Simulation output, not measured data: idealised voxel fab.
Process module name: voxel self aligned vias
Cross-section cut spans 160 nm and uses square cells 5 nm in size.
Each cross-section below is a grid of square cells, stated as bands in top-down order, with one or more rows of cells making up each band.
Band: top height; bottom height; in nm. Then, left to right: material with width in nm, for each material. "throughout": a single material spanning edge to edge. "air": empty space.
The reference from which all heights are counted is 0, the level beneath which the as-received wafer is entirely one material; the lowest band, having no lower bound, proceeds downward and is written after the example "from 0 down".
The two numbers in a width such as "30 to 40" mark its ends across the band: the first belongs to the top row of cells, the second to the bottom row, and from each row to the next the width moves by the same amount.
Key: "nothing was modified" - step with no changed cell in the cross-section.
The entry titled "Enclosed void catalog" provides the empty spaces that have no open way to the top, restricted to those of 8 cells or more. Each is presented as width x height at distance, the distance being measured from the left edge, with all three in nm.
If you see something after the settings on a step's line, that's the simulator's own remark about that step.
Regarding "overlay nm": on a step with a mask, it is the distance the mask lay to the right of its planned place; a negative value places it to the left.
Process steps - plan:
1) RECEIVE [material Si]
2) CONFORMAL_DEP [material SiO2] [thk nm 10]
3) CONFORMAL_DEP [material SiCN] [thk nm 5]
4) DIRECTIONAL_DEP [material SiO2] [thk nm 25]
5) PATTERN [tone open] [mask id LINES] [material resist] [width nm 30] [pitch nm 70] [thk nm 20] [overlay nm 0]
6) DIRECTIONAL_ETCH [etch materials SiO2] [depth nm 25]
7) STRIP [etch materials resist]
8) CONFORMAL_DEP [material TiN] [thk nm 5]
9) FILL_DEP [material W] [thk nm 10]
10) CMP [height nm 40]
11) SELECTIVE_ETCH [etch materials W Ru TiN] [depth nm 10]
12) FILL_DEP [material SiN] [thk nm 5]
13) CMP [height nm 40]
14) DIRECTIONAL_DEP [material SiO2] [thk nm 15]
15) DIRECTIONAL_DEP [material aC] [thk nm 10]
16) PATTERN [tone open] [mask id VIAS] [material resist] [width nm 40] [thk nm 30] [overlay nm 0]
17) DIRECTIONAL_ETCH [etch materials aC] [depth nm 10]
18) STRIP [etch materials resist]
19) DIRECTIONAL_ETCH [etch materials SiO2] [depth nm 15]
20) DIRECTIONAL_ETCH [etch materials SiN] [depth nm 10]
21) STRIP [etch materials aC]
22) CONFORMAL_DEP [material TiN] [thk nm 5]
23) FILL_DEP [material Cu] [thk nm 10]
24) CMP [height nm 55]
25) CONFORMAL_DEP [material SiCN] [thk nm 5]
First wafer of two (run as planned):
Cross-section of the wafer upon arrival, representing the state reached after step 1:
> from 0 down  Si throughout
> Enclosed void catalog: none
So this is the wafer cross-section right after step 2:
> from 10 to 0  SiO2 throughout
> For the remainder of the cross-section, below 0, there is no change.
So this is the wafer cross-section right after step 3:
> from 15 to 10  SiCN throughout
> For the remainder of the cross-section, below 10, there is no change.
So this is the wafer cross-section right after step 4:
> from 40 to 15  SiO2 throughout
> For the remainder of the cross-section, below 15, there is no change.
So this is the wafer cross-section right after step 5:
> from 60 to 40  30 resist, 30 air, 40 resist, 30 air, 30 resist
> For the remainder of the cross-section, below 40, there is no change.
So this is the wafer cross-section right after step 6:
> from 60 to 40  30 resist, 30 air, 40 resist, 30 air, 30 resist
> from 40 to 15  30 SiO2, 30 air, 40 SiO2, 30 air, 30 SiO2
> For the remainder of the cross-section, below 15, there is no change.
So this is the wafer cross-section right after step 7:
> from 40 to 15  30 SiO2, 30 air, 40 SiO2, 30 air, 30 SiO2
> For the remainder of the cross-section, below 15, there is no change.
So this is the wafer cross-section right after step 8:
> from 45 to 40  35 TiN, 20 air, 50 TiN, 20 air, 35 TiN
> from 40 to 20  30 SiO2, 5 TiN, 20 air, 5 TiN, 40 SiO2, 5 TiN, 20 air, 5 TiN, 30 SiO2
> from 20 to 15  30 SiO2, 30 TiN, 40 SiO2, 30 TiN, 30 SiO2
> For the remainder of the cross-section, below 15, there is no change.
So this is the wafer cross-section right after step 9:
> from 55 to 45  W throughout
> from 45 to 40  35 TiN, 20 W, 50 TiN, 20 W, 35 TiN
> from 40 to 20  30 SiO2, 5 TiN, 20 W, 5 TiN, 40 SiO2, 5 TiN, 20 W, 5 TiN, 30 SiO2
> For the remainder of the cross-section, below 20, there is no change.
So this is the wafer cross-section right after step 10:
> from 40 to 20  30 SiO2, 5 TiN, 20 W, 5 TiN, 40 SiO2, 5 TiN, 20 W, 5 TiN, 30 SiO2
> For the remainder of the cross-section, below 20, there is no change.
So this is the wafer cross-section right after step 11:
> from 40 to 30  30 SiO2, 30 air, 40 SiO2, 30 air, 30 SiO2
> For the remainder of the cross-section, below 30, there is no change.
So this is the wafer cross-section right after step 12:
> from 45 to 40  SiN throughout
> from 40 to 30  30 SiO2, 30 SiN, 40 SiO2, 30 SiN, 30 SiO2
> For the remainder of the cross-section, below 30, there is no change.
So this is the wafer cross-section right after step 13:
> from 40 to 30  30 SiO2, 30 SiN, 40 SiO2, 30 SiN, 30 SiO2
> For the remainder of the cross-section, below 30, there is no change.
So this is the wafer cross-section right after step 14:
> from 55 to 40  SiO2 throughout
> For the remainder of the cross-section, below 40, there is no change.
So this is the wafer cross-section right after step 15:
> from 65 to 55  aC throughout
> For the remainder of the cross-section, below 55, there is no change.
So this is the wafer cross-section right after step 16:
> from 95 to 65  25 resist, 40 air, 95 resist
> For the remainder of the cross-section, below 65, there is no change.
So this is the wafer cross-section right after step 17:
> from 85 to 65  25 resist, 40 air, 95 resist
> from 65 to 55  25 aC, 40 air, 95 aC
> For the remainder of the cross-section, below 55, there is no change.
So this is the wafer cross-section right after step 18:
> from 65 to 55  25 aC, 40 air, 95 aC
> For the remainder of the cross-section, below 55, there is no change.
So this is the wafer cross-section right after step 19:
> from 65 to 55  25 aC, 40 air, 95 aC
> from 55 to 40  25 SiO2, 40 air, 95 SiO2
> For the remainder of the cross-section, below 40, there is no change.
So this is the wafer cross-section right after step 20:
> from 65 to 55  25 aC, 40 air, 95 aC
> from 55 to 40  25 SiO2, 40 air, 95 SiO2
> from 40 to 30  30 SiO2, 30 air, 40 SiO2, 30 SiN, 30 SiO2
> For the remainder of the cross-section, below 30, there is no change.
So this is the wafer cross-section right after step 21:
> from 55 to 40  25 SiO2, 40 air, 95 SiO2
> For the remainder of the cross-section, below 40, there is no change.
So this is the wafer cross-section right after step 22:
> from 60 to 55  30 TiN, 30 air, 100 TiN
> from 55 to 45  25 SiO2, 5 TiN, 30 air, 5 TiN, 95 SiO2
> from 45 to 40  25 SiO2, 10 TiN, 20 air, 10 TiN, 95 SiO2
> from 40 to 35  30 SiO2, 5 TiN, 20 air, 5 TiN, 40 SiO2, 30 SiN, 30 SiO2
> from 35 to 30  30 SiO2, 30 TiN, 40 SiO2, 30 SiN, 30 SiO2
> For the remainder of the cross-section, below 30, there is no change.
So this is the wafer cross-section right after step 23:
> from 70 to 60  Cu throughout
> from 60 to 55  30 TiN, 30 Cu, 100 TiN
> from 55 to 45  25 SiO2, 5 TiN, 30 Cu, 5 TiN, 95 SiO2
> from 45 to 40  25 SiO2, 10 TiN, 20 Cu, 10 TiN, 95 SiO2
> from 40 to 35  30 SiO2, 5 TiN, 20 Cu, 5 TiN, 40 SiO2, 30 SiN, 30 SiO2
> For the remainder of the cross-section, below 35, there is no change.
So this is the wafer cross-section right after step 24:
> from 55 to 45  25 SiO2, 5 TiN, 30 Cu, 5 TiN, 95 SiO2
> For the remainder of the cross-section, below 45, there is no change.
So this is the wafer cross-section right after step 25:
> from 60 to 55  SiCN throughout
> For the remainder of the cross-section, below 55, there is no change.
For the second wafer, take the first wafer's start and plan, then add one mistake made in running it; everything through step 23, that step included, is shared with the first:
Cross-section of the second wafer when, according to plan, step 24 should have finished:
> from 45 to 40  25 SiO2, 10 TiN, 20 Cu, 10 TiN, 95 SiO2
> For the remainder of the cross-section, below 40, there is no change.
Cross-section of the second wafer when, according to plan, step 25 should have finished:
> from 50 to 45  SiCN throughout
> For the remainder of the cross-section, below 45, there is no change.
Heads up, the wafer didn't run the way we planned it: contrary to plan, step 24 was performed as CMP [height nm 45]
It is noted that, at the conclusion of processing, the second wafer exhibits a higher or lower cell count for certain materials relative to the first: -12 Cu | -48 SiO2 | -4 TiN
